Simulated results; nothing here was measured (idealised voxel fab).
process module | voxel ribs on slabs
cross-section cut | 265 nm wide | cells 5 nm
A cross-section is a grid of square cells, given in bands from the top down. A band is one or more rows of cells.
Each band's line starts with the height of the band's top and of its bottom, in nm. Then come its materials from left to right, each with its width in nm. One material with "throughout" fills the band from edge to edge. "air" is empty space.
Height 0 is the level under which the wafer as received is all one material. The lowest band goes on downwards, as in "0 down".
A width such as "30 to 40" changes by the same amount from each row of cells to the next, from the band's top row to its bottom row.
"no change" after a step means that no cell of the cross-section changed.
closed voids: empty space of 8 cells or more with no open way to the top, each as width x height at its distance from the left edge, in nm
after a step's settings: what the simulator itself notes on the step
overlay nm, on a step with a mask: how far to the right of its planned place the mask lay; to the left if negative
plan
1 op RECEIVE | material Si
2 op DIRECTIONAL_DEP | material SiO2 | thk nm 20
3 op DIRECTIONAL_DEP | material SiN | thk nm 25
4 op PATTERN | tone cover | mask id RIB | material resist | width nm 15 | thk nm 15 | overlay nm 0
5 op DIRECTIONAL_ETCH | etch materials SiN | depth nm 15
6 op STRIP | etch materials resist
7 op MASKED_ETCH | tone cover | mask id SLAB | width nm 65 | etch materials SiN | depth nm 10 | overlay nm 0
8 op FILL_DEP | material SiO2 | thk nm 30
9 op CMP | height nm 65
10 op DIRECTIONAL_DEP | material W | thk nm 5
11 op DIRECTIONAL_DEP | material aC | thk nm 10
12 op PATTERN | tone cover | mask id HEATER | material resist | width nm 25 | thk nm 25 | overlay nm 0
13 op DIRECTIONAL_ETCH | etch materials aC | depth nm 10
14 op STRIP | etch materials resist
15 op DIRECTIONAL_ETCH | etch materials W | depth nm 5
16 op STRIP | etch materials aC
17 op CONFORMAL_DEP | material SiN | thk nm 10
first wafer, as planned
as received, after step 1
  0 down: Si throughout
  closed voids: none
after step 2
  20 to 0: SiO2 throughout
  below 0: unchanged
after step 3
  45 to 20: SiN throughout
  below 20: unchanged
after step 4
  60 to 45: air 125 | resist 15 | air 125
  below 45: unchanged
after step 5
  60 to 45: air 125 | resist 15 | air 125
  45 to 30: air 125 | SiN 15 | air 125
  below 30: unchanged
after step 6
  45 to 30: air 125 | SiN 15 | air 125
  below 30: unchanged
after step 7
  45 to 30: air 125 | SiN 15 | air 125
  30 to 20: air 100 | SiN 65 | air 100
  below 20: unchanged
after step 8
  75 to 45: SiO2 throughout
  45 to 30: SiO2 125 | SiN 15 | SiO2 125
  30 to 20: SiO2 100 | SiN 65 | SiO2 100
  below 20: unchanged
after step 9
  65 to 45: SiO2 throughout
  below 45: unchanged
after step 10
  70 to 65: W throughout
  below 65: unchanged
after step 11
  80 to 70: aC throughout
  below 70: unchanged
after step 12
  105 to 80: air 120 | resist 25 | air 120
  below 80: unchanged
after step 13
  95 to 80: air 120 | resist 25 | air 120
  80 to 70: air 120 | aC 25 | air 120
  below 70: unchanged
after step 14
  80 to 70: air 120 | aC 25 | air 120
  below 70: unchanged
after step 15
  80 to 70: air 120 | aC 25 | air 120
  70 to 65: air 120 | W 25 | air 120
  below 65: unchanged
after step 16
  70 to 65: air 120 | W 25 | air 120
  below 65: unchanged
after step 17
  80 to 75: air 110 | SiN 45 | air 110
  75 to 70: SiN throughout
  70 to 65: SiN 120 | W 25 | SiN 120
  below 65: unchanged
second wafer: like start, like plan, one mistake. Through step 1 it matches the first wafer
when step 2 should have ended
  20 to 0: W throughout
  below 0: unchanged
when step 3 should have ended
  45 to 20: SiN throughout
  below 20: unchanged
when step 4 should have ended
  60 to 45: air 125 | resist 15 | air 125
  below 45: unchanged
when step 5 should have ended
  60 to 45: air 125 | resist 15 | air 125
  45 to 30: air 125 | SiN 15 | air 125
  below 30: unchanged
when step 6 should have ended
  45 to 30: air 125 | SiN 15 | air 125
  below 30: unchanged
when step 7 should have ended
  45 to 30: air 125 | SiN 15 | air 125
  30 to 20: air 100 | SiN 65 | air 100
  below 20: unchanged
when step 8 should have ended
  75 to 45: SiO2 throughout
  45 to 30: SiO2 125 | SiN 15 | SiO2 125
  30 to 20: SiO2 100 | SiN 65 | SiO2 100
  below 20: unchanged
when step 9 should have ended
  65 to 45: SiO2 throughout
  below 45: unchanged
when step 10 should have ended
  70 to 65: W throughout
  below 65: unchanged
when step 11 should have ended
  80 to 70: aC throughout
  below 70: unchanged
when step 12 should have ended
  105 to 80: air 120 | resist 25 | air 120
  below 80: unchanged
when step 13 should have ended
  95 to 80: air 120 | resist 25 | air 120
  80 to 70: air 120 | aC 25 | air 120
  below 70: unchanged
when step 14 should have ended
  80 to 70: air 120 | aC 25 | air 120
  below 70: unchanged
when step 15 should have ended
  80 to 70: air 120 | aC 25 | air 120
  70 to 65: air 120 | W 25 | air 120
  below 65: unchanged
when step 16 should have ended
  70 to 65: air 120 | W 25 | air 120
  below 65: unchanged
when step 17 should have ended
  80 to 75: air 110 | SiN 45 | air 110
  75 to 70: SiN throughout
  70 to 65: SiN 120 | W 25 | SiN 120
  below 65: unchanged
what went wrong: step 2 ran as: op DIRECTIONAL_DEP | material W | thk nm 20
at the end the second wafer has, in cells: 212 fewer of SiO2 | 212 more of W
